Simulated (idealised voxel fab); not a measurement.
Process module heading - voxel gate over fins
We display cut, a cross-section 210 nm in width whose square cells are each 5 nm.
Each cross-section below is a grid of square cells, stated as bands in top-down order, with one or more rows of cells making up each band.
For a band, the entry starts with two heights in nm, that of the top and then that of the bottom, and carries on with the band's materials in order from left to right, each alongside its width in nm; the word "throughout" beside a single material means it fills the band edge to edge, and "blank" means empty space.
Heights are expressed relative to 0, this being the level below which the as-received wafer comprises one material exclusively. The lowest band is unbounded in the downward direction and is denoted as in "0 -> down".
A width such as "30..40" changes by the same amount from each row of cells to the next, from the band's top row to its bottom row.
Basically "nothing different" means that step didn't change any cell in the cross-section.
"Closed void register" lists enclosed empty spaces (at least 8 cells, no open path upward to the top), each as width x height at distance from the left edge, in nm.
Post-settings text on a step line: simulator's own remark regarding the step.
"overlay nm" answers the question of how far to the right of plan the mask lay on a step that has a mask, and when it is negative the answer is to the left.

## Planned process steps
1,RECEIVE,material Si
2,CONFORMAL_DEP,material SiN,thk nm 10
3,PATTERN,tone cover,mask id FINS,material resist,width nm 15,pitch nm 45,thk nm 15,overlay nm 0
4,DIRECTIONAL_ETCH,etch materials SiN,depth nm 10
5,DIRECTIONAL_ETCH,etch materials Si,depth nm 40
6,STRIP,etch materials resist
7,OXIDIZE,depth nm 5
8,FILL_DEP,material SiO2,thk nm 5
9,CMP,height nm 10
10,SELECTIVE_ETCH,etch materials SiO2,depth nm 20
11,STRIP,etch materials SiN
12,CONFORMAL_DEP,material HfO2,thk nm 5
13,CONFORMAL_DEP,material TiN,thk nm 5
14,FILL_DEP,material W,thk nm 10
15,CMP,height nm 15
16,CONFORMAL_DEP,material SiCN,thk nm 10

## Cross-section of the wafer at receipt, which is the condition after step 1
0 -> down | Si throughout
Closed void register: none

## End-of-module cross-section of the first of two wafers, processed as planned
25 -> 15 | SiCN throughout
15 -> 10 | W throughout
10 -> 5 | W: 45, then TiN: 25, then W: 20, then TiN: 25, then W: 20, then TiN: 25, then W: 50
5 -> 0 | W: 45, then TiN: 5, then HfO2: 15, then TiN: 5, then W: 20, then TiN: 5, then HfO2: 15, then TiN: 5, then W: 20, then TiN: 5, then HfO2: 15, then TiN: 5, then W: 50
0 -> -5 | TiN: 50, then HfO2: 5, then Si: 5, then HfO2: 5, then TiN: 30, then HfO2: 5, then Si: 5, then HfO2: 5, then TiN: 30, then HfO2: 5, then Si: 5, then HfO2: 5, then TiN: 55
-5 -> -10 | HfO2: 55, then Si: 5, then HfO2: 40, then Si: 5, then HfO2: 40, then Si: 5, then HfO2: 60
-10 -> -45 | SiO2: 55, then Si: 5, then SiO2: 40, then Si: 5, then SiO2: 40, then Si: 5, then SiO2: 60
-45 -> down | Si throughout
Closed void register: none

## So this is wafer number two of the two, cut at the end of the module - it started where the first did and had the same plan, we just got one thing wrong running it
25 -> 15 | SiCN throughout
15 -> 10 | W throughout
10 -> 5 | W: 45, then TiN: 25, then W: 20, then TiN: 25, then W: 20, then TiN: 25, then W: 50
5 -> 0 | W: 45, then TiN: 5, then HfO2: 15, then TiN: 5, then W: 20, then TiN: 5, then HfO2: 15, then TiN: 5, then W: 20, then TiN: 5, then HfO2: 15, then TiN: 5, then W: 50
0 -> -5 | TiN: 40, then W: 5, then TiN: 5, then HfO2: 5, then Si: 5, then HfO2: 5, then TiN: 5, then W: 20, then TiN: 5, then HfO2: 5, then Si: 5, then HfO2: 5, then TiN: 5, then W: 20, then TiN: 5, then HfO2: 5, then Si: 5, then HfO2: 5, then TiN: 5, then W: 5, then TiN: 45
-5 -> -10 | HfO2: 35, then TiN: 5, then W: 5, then TiN: 5, then HfO2: 5, then Si: 5, then HfO2: 5, then TiN: 5, then W: 20, then TiN: 5, then HfO2: 5, then Si: 5, then HfO2: 5, then TiN: 5, then W: 20, then TiN: 5, then HfO2: 5, then Si: 5, then HfO2: 5, then TiN: 5, then W: 5, then TiN: 5, then HfO2: 40
-10 -> -15 | SiO2: 30, then HfO2: 5, then TiN: 15, then HfO2: 5, then Si: 5, then HfO2: 5, then TiN: 30, then HfO2: 5, then Si: 5, then HfO2: 5, then TiN: 30, then HfO2: 5, then Si: 5, then HfO2: 5, then TiN: 15, then HfO2: 5, then SiO2: 35
-15 -> -20 | SiO2: 30, then HfO2: 25, then Si: 5, then HfO2: 40, then Si: 5, then HfO2: 40, then Si: 5, then HfO2: 25, then SiO2: 35
-20 -> -45 | SiO2: 55, then Si: 5, then SiO2: 40, then Si: 5, then SiO2: 40, then Si: 5, then SiO2: 60
-45 -> down | Si throughout
Closed void register: none
Misprocessing identified: step 11 occupied the plan position of step 10, and the converse holds as well
Materials where the second wafer ends with more or fewer cells than the first: +16 HfO2 | -52 SiO2 | +16 TiN | +20 W
